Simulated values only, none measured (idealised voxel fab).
The process module presented herein is designated voxel trench capacitor.
This is section cut - it's 255 nm across, gridded in 5 nm square cells.
Notation: cross-section as square-cell grid; stated in bands, top first, going down; one or more cell rows per band.
It is stipulated that each band's entry specify, in nanometres, the height of the top of the band and then that of its bottom, followed by the materials of the band in left-to-right sequence, each together with its width in nanometres. A single material marked by the word "full width" is understood to fill the band from edge to edge; the word "empty" is understood to denote empty space.
Below 0: as-received wafer, all one material; heights counted from there. Lowest band: no bottom, goes on down, written "0..down".
A width given as "30..40" starts at the first number in the band's top row and ends at the second number in its bottom row, shifting by an equal amount at every step from row to row.
Given "remains unaltered" for a step, no cell of the cross-section differs between before and after that step.
"Closed void register" means: voids of 8 cells or more that are shut off from the top with no open way through. Written width x height at distance, distance from the left edge, in nm.
Heads up: the bit after the settings on a step's line is the simulator's remark on that step.
overlay nm: for a step with a mask, the amount by which the mask lay right of where it was planned; a negative amount means left of it.
The following list gives the planned process steps
1 RECEIVE with material Si
2 CONFORMAL_DEP with material SiN, thk nm 10
3 DIRECTIONAL_DEP with material aC, thk nm 10
4 PATTERN with tone open, mask id TRENCH, material resist, width nm 30, pitch nm 55, thk nm 25, overlay nm 0
5 DIRECTIONAL_ETCH with etch materials aC, depth nm 10
6 STRIP with etch materials resist
7 DIRECTIONAL_ETCH with etch materials SiN, depth nm 10
8 DIRECTIONAL_ETCH with etch materials Si, depth nm 40
9 STRIP with etch materials aC
10 CONFORMAL_DEP with material Al2O3, thk nm 5
11 CONFORMAL_DEP with material TiN, thk nm 5
12 FILL_DEP with material W, thk nm 5
13 CMP with height nm 10
The first of a set of two wafers, run to plan
As-received state of the wafer in cross-section, equivalent to post-step 1
> 0..down: Si full width
> Closed void register: none
after step 2
> 10..0: SiN full width
> Below 0, no change.
after step 3
> 20..10: aC full width
> Below 10, no change.
after step 4
> 45..20: resist=85 | empty=30 | resist=25 | empty=30 | resist=85
> Below 20, no change.
after step 5
> 35..20: resist=85 | empty=30 | resist=25 | empty=30 | resist=85
> 20..10: aC=85 | empty=30 | aC=25 | empty=30 | aC=85
> Below 10, no change.
after step 6
> 20..10: aC=85 | empty=30 | aC=25 | empty=30 | aC=85
> Below 10, no change.
after step 7
> 20..10: aC=85 | empty=30 | aC=25 | empty=30 | aC=85
> 10..0: SiN=85 | empty=30 | SiN=25 | empty=30 | SiN=85
> Below 0, no change.
after step 8
> 20..10: aC=85 | empty=30 | aC=25 | empty=30 | aC=85
> 10..0: SiN=85 | empty=30 | SiN=25 | empty=30 | SiN=85
> 0..-40: Si=85 | empty=30 | Si=25 | empty=30 | Si=85
> Below -40, no change.
after step 9
> 10..0: SiN=85 | empty=30 | SiN=25 | empty=30 | SiN=85
> Below 0, no change.
after step 10
> 15..10: Al2O3=90 | empty=20 | Al2O3=35 | empty=20 | Al2O3=90
> 10..0: SiN=85 | Al2O3=5 | empty=20 | Al2O3=5 | SiN=25 | Al2O3=5 | empty=20 | Al2O3=5 | SiN=85
> 0..-35: Si=85 | Al2O3=5 | empty=20 | Al2O3=5 | Si=25 | Al2O3=5 | empty=20 | Al2O3=5 | Si=85
> -35..-40: Si=85 | Al2O3=30 | Si=25 | Al2O3=30 | Si=85
> Below -40, no change.
after step 11
> 20..15: TiN=95 | empty=10 | TiN=45 | empty=10 | TiN=95
> 15..10: Al2O3=90 | TiN=5 | empty=10 | TiN=5 | Al2O3=35 | TiN=5 | empty=10 | TiN=5 | Al2O3=90
> 10..0: SiN=85 | Al2O3=5 | TiN=5 | empty=10 | TiN=5 | Al2O3=5 | SiN=25 | Al2O3=5 | TiN=5 | empty=10 | TiN=5 | Al2O3=5 | SiN=85
> 0..-30: Si=85 | Al2O3=5 | TiN=5 | empty=10 | TiN=5 | Al2O3=5 | Si=25 | Al2O3=5 | TiN=5 | empty=10 | TiN=5 | Al2O3=5 | Si=85
> -30..-35: Si=85 | Al2O3=5 | TiN=20 | Al2O3=5 | Si=25 | Al2O3=5 | TiN=20 | Al2O3=5 | Si=85
> Below -35, no change.
after step 12
> 25..20: W full width
> 20..15: TiN=95 | W=10 | TiN=45 | W=10 | TiN=95
> 15..10: Al2O3=90 | TiN=5 | W=10 | TiN=5 | Al2O3=35 | TiN=5 | W=10 | TiN=5 | Al2O3=90
> 10..0: SiN=85 | Al2O3=5 | TiN=5 | W=10 | TiN=5 | Al2O3=5 | SiN=25 | Al2O3=5 | TiN=5 | W=10 | TiN=5 | Al2O3=5 | SiN=85
> 0..-30: Si=85 | Al2O3=5 | TiN=5 | W=10 | TiN=5 | Al2O3=5 | Si=25 | Al2O3=5 | TiN=5 | W=10 | TiN=5 | Al2O3=5 | Si=85
> Below -30, no change.
after step 13
> 10..0: SiN=85 | Al2O3=5 | TiN=5 | W=10 | TiN=5 | Al2O3=5 | SiN=25 | Al2O3=5 | TiN=5 | W=10 | TiN=5 | Al2O3=5 | SiN=85
> Below 0, no change.
Wafer two. Identical start, identical plan. One mistake in execution. Identical history through step 9
Second wafer, sectioned view, at step 10's planned end time: remains unaltered
Second wafer, sectioned view, at step 11's planned end time
> 15..10: TiN=90 | empty=20 | TiN=35 | empty=20 | TiN=90
> 10..0: SiN=85 | TiN=5 | empty=20 | TiN=5 | SiN=25 | TiN=5 | empty=20 | TiN=5 | SiN=85
> 0..-35: Si=85 | TiN=5 | empty=20 | TiN=5 | Si=25 | TiN=5 | empty=20 | TiN=5 | Si=85
> -35..-40: Si=85 | TiN=30 | Si=25 | TiN=30 | Si=85
> Below -40, no change.
Second wafer, sectioned view, at step 12's planned end time
> 20..15: W full width
> 15..10: TiN=90 | W=20 | TiN=35 | W=20 | TiN=90
> 10..0: SiN=85 | TiN=5 | W=20 | TiN=5 | SiN=25 | TiN=5 | W=20 | TiN=5 | SiN=85
> 0..-35: Si=85 | TiN=5 | W=20 | TiN=5 | Si=25 | TiN=5 | W=20 | TiN=5 | Si=85
> Below -35, no change.
Second wafer, sectioned view, at step 13's planned end time
> 10..0: SiN=85 | TiN=5 | W=20 | TiN=5 | SiN=25 | TiN=5 | W=20 | TiN=5 | SiN=85
> Below 0, no change.
Finding, execution versus plan: the plan's step 10 was left out and never carried out
At the finish, the second wafer shows more or fewer cells for some materials than the first does: -48 Al2O3, +8 TiN, +40 W
